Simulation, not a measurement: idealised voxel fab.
The following is a process module called voxel gate over fins.
Xsec cut, 195 nm wide, square cell size 5 nm.
A cross-section in this document is a grid of square cells, and it is written down as bands, the top band listed before the ones below it; a band is made up of one or more rows of cells.
Heights first: top, then bottom, in nm. Then materials, left to right, each with a width in nm. "edge to edge" on a single material: fills the band edge to edge. "air": empty space.
Below 0: as-received wafer, all one material; heights counted from there. Lowest band: no bottom, goes on down, written "from 0 down".
When a width is written as two numbers, as in "30->40", the first number is the width in the top row of cells of the band and the second is the width in its bottom row, and the width changes by the same amount from each row to the next.
A step reported as "no change" is a step in which no cell of the cross-section changed.
"Closed void listing" means: voids of 8 cells or more that are shut off from the top with no open way through. Written width x height at distance, distance from the left edge, in nm.
If you see something after the settings on a step's line, that's the simulator's own remark about that step.
A step line may carry the setting "overlay nm", which, for steps involving a mask, states the distance by which the mask lay to the right of its intended position; negative values denote displacement to the left.

Intended process steps
1,RECEIVE [material Si]
2,CONFORMAL_DEP [material SiN] [thk nm 5]
3,MASKED_ETCH [tone cover] [mask id FINS] [width nm 15] [pitch nm 55] [etch materials SiN] [depth nm 5] [overlay nm 0]
4,MASKED_ETCH [tone cover] [mask id FINS] [width nm 15] [pitch nm 55] [etch materials Si] [depth nm 35] [overlay nm 0]
5,FILL_DEP [material SiO2] [thk nm 15]
6,CMP [height nm 5]
7,DIRECTIONAL_DEP [material aC] [thk nm 15]
8,PATTERN [tone open] [mask id RAIL] [material resist] [width nm 15] [thk nm 30] [overlay nm 0]
9,DIRECTIONAL_ETCH [etch materials aC] [depth nm 15]
10,STRIP [etch materials resist]
11,DIRECTIONAL_ETCH [etch materials SiO2] [depth nm 35]
12,STRIP [etch materials aC]
13,CONFORMAL_DEP [material TiN] [thk nm 5]
14,FILL_DEP [material W] [thk nm 5]
15,CMP [height nm 5]
16,SELECTIVE_ETCH [etch materials W Ru TiN] [depth nm 20]
17,FILL_DEP [material SiO2] [thk nm 5]
18,CMP [height nm 5]
19,SELECTIVE_ETCH [etch materials SiO2] [depth nm 15]
20,STRIP [etch materials SiN]
21,CONFORMAL_DEP [material HfO2] [thk nm 5]
22,CONFORMAL_DEP [material TiN] [thk nm 5]
23,FILL_DEP [material W] [thk nm 15]
24,CMP [height nm 20]
25,CONFORMAL_DEP [material SiCN] [thk nm 5]
Quick note for whoever runs this: the wafers start identical, but the width nm at step 3 isn't the same across them. The plan just shows what the first wafer had.

As-received cross-section, first of several wafers, post step 1
    from 0 down | Si edge to edge
    Closed void listing: none

Cross-section, first of several wafers, end of module, after last step 25
    from 25 to 20 | SiCN edge to edge
    from 20 to 10 | W edge to edge
    from 10 to 5 | W: 25, then TiN: 35, then W: 20, then TiN: 35, then W: 20, then TiN: 35, then W: 25
    from 5 to 0 | W: 25, then TiN: 5, then HfO2: 25, then TiN: 5, then W: 20, then TiN: 5, then HfO2: 25, then TiN: 5, then W: 20, then TiN: 5, then HfO2: 25, then TiN: 5, then W: 25
    from 0 to -5 | TiN: 30, then HfO2: 5, then Si: 15, then HfO2: 5, then TiN: 30, then HfO2: 5, then Si: 15, then HfO2: 5, then TiN: 30, then HfO2: 5, then Si: 15, then HfO2: 5, then TiN: 30
    from -5 to -10 | HfO2: 35, then Si: 15, then HfO2: 40, then Si: 15, then HfO2: 40, then Si: 15, then HfO2: 35
    from -10 to -15 | SiO2: 35, then Si: 15, then SiO2: 40, then Si: 15, then SiO2: 40, then Si: 15, then SiO2: 35
    from -15 to -25 | SiO2: 35, then Si: 15, then SiO2: 10, then TiN: 5, then W: 5, then TiN: 5, then SiO2: 15, then Si: 15, then SiO2: 40, then Si: 15, then SiO2: 35
    from -25 to -30 | SiO2: 35, then Si: 15, then SiO2: 10, then TiN: 15, then SiO2: 15, then Si: 15, then SiO2: 40, then Si: 15, then SiO2: 35
    from -30 to -35 | SiO2: 35, then Si: 15, then SiO2: 40, then Si: 15, then SiO2: 40, then Si: 15, then SiO2: 35
    from -35 down | Si edge to edge
    Closed void listing: none

Cross-section, last wafer, module completion
    from 25 to 20 | SiCN edge to edge
    from 20 to 10 | W edge to edge
    from 10 to 5 | W: 20, then TiN: 50, then W: 5, then TiN: 50, then W: 5, then TiN: 50, then W: 15
    from 5 to 0 | W: 20, then TiN: 5, then HfO2: 40, then TiN: 5, then W: 5, then TiN: 5, then HfO2: 40, then TiN: 5, then W: 5, then TiN: 5, then HfO2: 40, then TiN: 5, then W: 15
    from 0 to -5 | TiN: 25, then HfO2: 5, then Si: 30, then HfO2: 5, then TiN: 15, then HfO2: 5, then Si: 30, then HfO2: 5, then TiN: 15, then HfO2: 5, then Si: 30, then HfO2: 5, then TiN: 20
    from -5 to -10 | HfO2: 30, then Si: 30, then HfO2: 25, then Si: 30, then HfO2: 25, then Si: 30, then HfO2: 25
    from -10 to -15 | SiO2: 30, then Si: 30, then SiO2: 25, then Si: 30, then SiO2: 25, then Si: 30, then SiO2: 25
    from -15 to -25 | SiO2: 30, then Si: 30, then TiN: 5, then W: 5, then TiN: 5, then SiO2: 10, then Si: 30, then SiO2: 25, then Si: 30, then SiO2: 25
    from -25 to -30 | SiO2: 30, then Si: 30, then TiN: 15, then SiO2: 10, then Si: 30, then SiO2: 25, then Si: 30, then SiO2: 25
    from -30 to -35 | SiO2: 30, then Si: 30, then SiO2: 25, then Si: 30, then SiO2: 25, then Si: 30, then SiO2: 25
    from -35 down | Si edge to edge
    Closed void listing: none

Below is a per-wafer table. In it, each row describes the wafer at the end of the module by giving, for each material, the number of cells gained (+) or lost (-) since the wafer was received, and after that the closed voids of the wafer
width nm 15, +51 HfO2, -210 Si, +39 SiCN, +141 SiO2, +58 TiN, +116 W, Closed void listing: none
width nm 20, +51 HfO2, -189 Si, +39 SiCN, +126 SiO2, +58 TiN, +110 W, Closed void listing: none
width nm 25, +51 HfO2, -168 Si, +39 SiCN, +111 SiO2, +58 TiN, +104 W, Closed void listing: none
width nm 30, +51 HfO2, -147 Si, +39 SiCN, +96 SiO2, +58 TiN, +98 W, Closed void listing: none
